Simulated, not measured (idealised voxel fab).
process module | voxel self aligned vias
cross-section cut | 190 nm wide | cells 5 nm
A cross-section is a grid of square cells, given in bands from the top down. A band is one or more rows of cells.
Each band's line starts with the height of the band's top and of its bottom, in nm. Then come its materials from left to right, each with its width in nm. One material with "throughout" fills the band from edge to edge. "air" is empty space.
Height 0 is the level under which the wafer as received is all one material. The lowest band goes on downwards, as in "0 down".
A width such as "30 to 40" changes by the same amount from each row of cells to the next, from the band's top row to its bottom row.
"no change" after a step means that no cell of the cross-section changed.
closed voids: empty space of 8 cells or more with no open way to the top, each as width x height at its distance from the left edge, in nm
after a step's settings: what the simulator itself notes on the step
overlay nm, on a step with a mask: how far to the right of its planned place the mask lay; to the left if negative
plan
1 op RECEIVE | material Si
2 op CONFORMAL_DEP | material SiO2 | thk nm 10
3 op CONFORMAL_DEP | material SiCN | thk nm 5
4 op DIRECTIONAL_DEP | material SiO2 | thk nm 25
5 op PATTERN | tone open | mask id LINES | material resist | width nm 30 | pitch nm 80 | thk nm 20 | overlay nm 0
6 op DIRECTIONAL_ETCH | etch materials SiO2 | depth nm 25
7 op STRIP | etch materials resist
8 op CONFORMAL_DEP | material TiN | thk nm 5
9 op FILL_DEP | material Ru | thk nm 10
10 op CMP | height nm 40
11 op SELECTIVE_ETCH | etch materials W Ru TiN | depth nm 10
12 op FILL_DEP | material SiN | thk nm 10
13 op CMP | height nm 40
14 op DIRECTIONAL_DEP | material SiO2 | thk nm 15
15 op MASKED_ETCH | tone open | mask id VIAS | width nm 50 | pitch nm 80 | etch materials SiO2 | depth nm 15 | overlay nm 0
16 op MASKED_ETCH | tone open | mask id VIAS | width nm 50 | pitch nm 80 | etch materials SiN | depth nm 10 | overlay nm 0
17 op CONFORMAL_DEP | material TiN | thk nm 5
18 op FILL_DEP | material Cu | thk nm 10
19 op CMP | height nm 55
20 op CONFORMAL_DEP | material SiCN | thk nm 5
as received, after step 1
  0 down: Si throughout
  closed voids: none
first wafer at the end, as planned
  60 to 55: SiCN throughout
  55 to 45: SiO2 30 | TiN 5 | Cu 40 | TiN 5 | SiO2 30 | TiN 5 | Cu 40 | TiN 5 | SiO2 30
  45 to 35: SiO2 30 to 40 | TiN 15 to 5 | Cu 20 | TiN 15 to 5 | SiO2 30 to 50 | TiN 15 to 5 | Cu 20 | TiN 15 to 5 | SiO2 30 to 40
  35 to 30: SiO2 40 | TiN 30 | SiO2 50 | TiN 30 | SiO2 40
  30 to 20: SiO2 40 | TiN 5 | Ru 20 | TiN 5 | SiO2 50 | TiN 5 | Ru 20 | TiN 5 | SiO2 40
  20 to 15: SiO2 40 | TiN 30 | SiO2 50 | TiN 30 | SiO2 40
  15 to 10: SiCN throughout
  10 to 0: SiO2 throughout
  0 down: Si throughout
  closed voids: none
second wafer at the end: like start, like plan, one mistake
  60 to 55: SiCN throughout
  55 to 45: SiO2 35 | TiN 5 | Cu 35 | TiN 5 | SiO2 35 | TiN 5 | Cu 35 | TiN 5 | SiO2 30
  45 to 35: SiO2 35 to 40 | TiN 10 to 5 | Cu 20 | TiN 15 to 5 | SiO2 35 to 50 | TiN 10 to 5 | Cu 20 | TiN 15 to 5 | SiO2 30 to 40
  35 to 30: SiO2 40 | TiN 30 | SiO2 50 | TiN 30 | SiO2 40
  30 to 20: SiO2 40 | TiN 5 | Ru 20 | TiN 5 | SiO2 50 | TiN 5 | Ru 20 | TiN 5 | SiO2 40
  20 to 15: SiO2 40 | TiN 30 | SiO2 50 | TiN 30 | SiO2 40
  15 to 10: SiCN throughout
  10 to 0: SiO2 throughout
  0 down: Si throughout
  closed voids: none
what went wrong: step 15 ran as: op MASKED_ETCH | tone open | mask id VIAS | width nm 45 | pitch nm 80 | etch materials SiO2 | depth nm 15 | overlay nm 0
at the end the second wafer has, in cells: 4 fewer of Cu | 6 more of SiO2 | 2 fewer of TiN
